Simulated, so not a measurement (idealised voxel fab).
The process module that follows is named voxel transistor to metal.
Section shown: cut. Width: 170 nm. Cell size: 5 nm, square.
A cross-section is a grid of square cells, given in bands from the top down. A band is one or more rows of cells. Each band's line starts with the height of the band's top and of its bottom, in nm. Then come its materials from left to right, each with its width in nm. One material with "everywhere" fills the band from edge to edge. "blank" is empty space. A quick word on heights: they are counted from 0, and under that level the wafer as it came to us is one material throughout. The lowest band is different from the rest in having no bottom; it simply continues downward, written as in "0 down". Note: "30->40" means the width goes from the first number (top row of the band) to the second number (bottom row) in equal steps per row of cells. "all unchanged" for a step: no cell of the cross-section changed in that step. Reported under the label "Unvented internal voids" are the empty spaces having no open way to the top and comprising 8 cells or more; the notation for each is width x height at distance, in which the distance is measured from the left edge and all three values are in nm. Post-settings text on a step line: simulator's own remark regarding the step. Regarding "overlay nm": on a step with a mask, it is the distance the mask lay to the right of its planned place; a negative value places it to the left.
### The process steps that were planned are listed below
1. op RECEIVE | material Si
2. op OXIDIZE | depth nm 5
3. op CONFORMAL_DEP | material SiN | thk nm 10
4. op DIRECTIONAL_DEP | material aC | thk nm 10
5. op PATTERN | tone cover | mask id ACTIVE | material resist | width nm 105 | thk nm 25 | overlay nm 0
6. op DIRECTIONAL_ETCH | etch materials aC | depth nm 10
7. op STRIP | etch materials resist
8. op DIRECTIONAL_ETCH | etch materials SiN | depth nm 10
9. op DIRECTIONAL_ETCH | etch materials SiO2 | depth nm 5
10. op DIRECTIONAL_ETCH | etch materials Si | depth nm 20
11. op STRIP | etch materials aC
12. op FILL_DEP | material SiO2 | thk nm 10
13. op CMP | height nm 10
14. op SELECTIVE_ETCH | etch materials SiO2 | depth nm 10
15. op STRIP | etch materials SiN
16. op SELECTIVE_ETCH | etch materials SiO2 | depth nm 5
17. op OXIDIZE | depth nm 5
18. op DIRECTIONAL_DEP | material polySi | thk nm 25
19. op DIRECTIONAL_DEP | material SiCN | thk nm 10
20. op MASKED_ETCH | tone cover | mask id GATE | width nm 15 | etch materials SiCN | depth nm 20 | overlay nm 0
21. op MASKED_ETCH | tone cover | mask id GATE | width nm 15 | etch materials polySi | depth nm 35 | overlay nm 0
22. op CONFORMAL_DEP | material SiN | thk nm 10
23. op DIRECTIONAL_ETCH | etch materials SiN | depth nm 10
24. op DIRECTIONAL_ETCH | etch materials SiO2 | depth nm 5
25. op DIRECTIONAL_ETCH | etch materials Si | depth nm 10
26. op EPI | material pSi | thk nm 10
27. op FILL_DEP | material SiO2 | thk nm 5
28. op CMP | height nm 30
29. op DIRECTIONAL_DEP | material SiO2 | thk nm 10
30. op MASKED_ETCH | tone open | mask id CONTACT | width nm 30 | pitch nm 55 | etch materials SiO2 | depth nm 50 | overlay nm 0
31. op CONFORMAL_DEP | material TiN | thk nm 5
32. op FILL_DEP | material Ru | thk nm 5
33. op CMP | height nm 40
34. op DIRECTIONAL_DEP | material TiN | thk nm 5
35. op DIRECTIONAL_DEP | material W | thk nm 15
36. op MASKED_ETCH | tone cover | mask id METAL_1 | width nm 20 | pitch nm 65 | etch materials W | depth nm 15 | overlay nm 0
37. op MASKED_ETCH | tone cover | mask id METAL_1 | width nm 20 | pitch nm 65 | etch materials TiN | depth nm 5 | overlay nm 0
38. op FILL_DEP | material SiO2 | thk nm 10
39. op CMP | height nm 60
40. op CONFORMAL_DEP | material SiCN | thk nm 5
### As received (post step 1): cross-section
* 0 down: Si everywhere
* Unvented internal voids: none
### The first of two wafers, cross-sectioned at the end of the module, with the run proceeding as planned
* 65 to 60: SiCN everywhere
* 60 to 45: 40 of SiO2, then 20 of W, then 45 of SiO2, then 20 of W, then 45 of SiO2
* 45 to 40: 40 of SiO2, then 20 of TiN, then 45 of SiO2, then 20 of TiN, then 45 of SiO2
* 40 to 30: 40 of SiO2, then 5 of TiN, then 20->15 of Ru, then 5->10 of TiN, then 25 of SiO2, then 5->10 of TiN, then 20->15 of Ru, then 5 of TiN, then 45 of SiO2
* 30 to 20: 40 of SiO2, then 5 of TiN, then 15 of Ru, then 5 of TiN, then 10 of SiN, then 15 of SiCN, then 10 of SiN, then 5 of TiN, then 15 of Ru, then 5 of TiN, then 45 of SiO2
* 20 to 5: 40 of SiO2, then 5 of TiN, then 15 of Ru, then 5 of TiN, then 10 of SiN, then 15 of polySi, then 10 of SiN, then 5 of TiN, then 15 of Ru, then 5 of TiN, then 45 of SiO2
* 5 to 0: 40 of SiO2, then 5 of TiN, then 5 of Ru, then 15 of TiN, then 10 of SiN, then 15 of polySi, then 10 of SiN, then 15 of TiN, then 5 of Ru, then 5 of TiN, then 45 of SiO2
* 0 to -5: 40 of SiO2, then 5 of TiN, then 5 of Ru, then 5 of TiN, then 10 of pSi, then 10 of SiN, then 15 of polySi, then 10 of SiN, then 10 of pSi, then 5 of TiN, then 5 of Ru, then 5 of TiN, then 45 of SiO2
* -5 to -10: 40 of SiO2, then 15 of TiN, then 10 of pSi, then 35 of SiO2, then 10 of pSi, then 15 of TiN, then 45 of SiO2
* -10 to -20: 30 of SiO2, then 35 of pSi, then 35 of Si, then 35 of pSi, then 35 of SiO2
* -20 to -25: 30 of SiO2, then 105 of Si, then 35 of SiO2
* -25 down: Si everywhere
* Unvented internal voids: none
### Cross-section, second wafer: same start as the first, same plan as the first, one mistake in running it; taken at the end of the module
* 65 to 60: SiCN everywhere
* 60 to 45: 40 of SiO2, then 20 of W, then 45 of SiO2, then 20 of W, then 45 of SiO2
* 45 to 40: 40 of SiO2, then 20 of TiN, then 45 of SiO2, then 20 of TiN, then 45 of SiO2
* 40 to 30: 40 of SiO2, then 5 of TiN, then 20->15 of Ru, then 5->10 of TiN, then 25 of SiO2, then 5->10 of TiN, then 20->15 of Ru, then 5 of TiN, then 45 of SiO2
* 30 to 20: 40 of SiO2, then 5 of TiN, then 15 of Ru, then 5 of TiN, then 10 of SiN, then 15 of SiCN, then 10 of SiN, then 5 of TiN, then 15 of Ru, then 5 of TiN, then 45 of SiO2
* 20 to -5: 40 of SiO2, then 5 of TiN, then 15 of Ru, then 5 of TiN, then 10 of SiN, then 15 of polySi, then 10 of SiN, then 5 of TiN, then 15 of Ru, then 5 of TiN, then 45 of SiO2
* -5 to -10: 40 of SiO2, then 25 of TiN, then 35 of SiO2, then 25 of TiN, then 45 of SiO2
* -10 to -20: 30 of pSi, then 105 of SiO2, then 35 of pSi
* -20 to -25: 30 of Si, then 105 of SiO2, then 35 of Si
* -25 down: Si everywhere
* Unvented internal voids: none
Error vs. plan: step 5 did not use the planned setting and instead ran as op PATTERN | tone open | mask id ACTIVE | material resist | width nm 105 | thk nm 25 | overlay nm 0
Final cells, second wafer relative to first, materials higher or lower: Ru: 8 more; Si: 22 fewer; SiO2: 24 more; pSi: 10 fewer
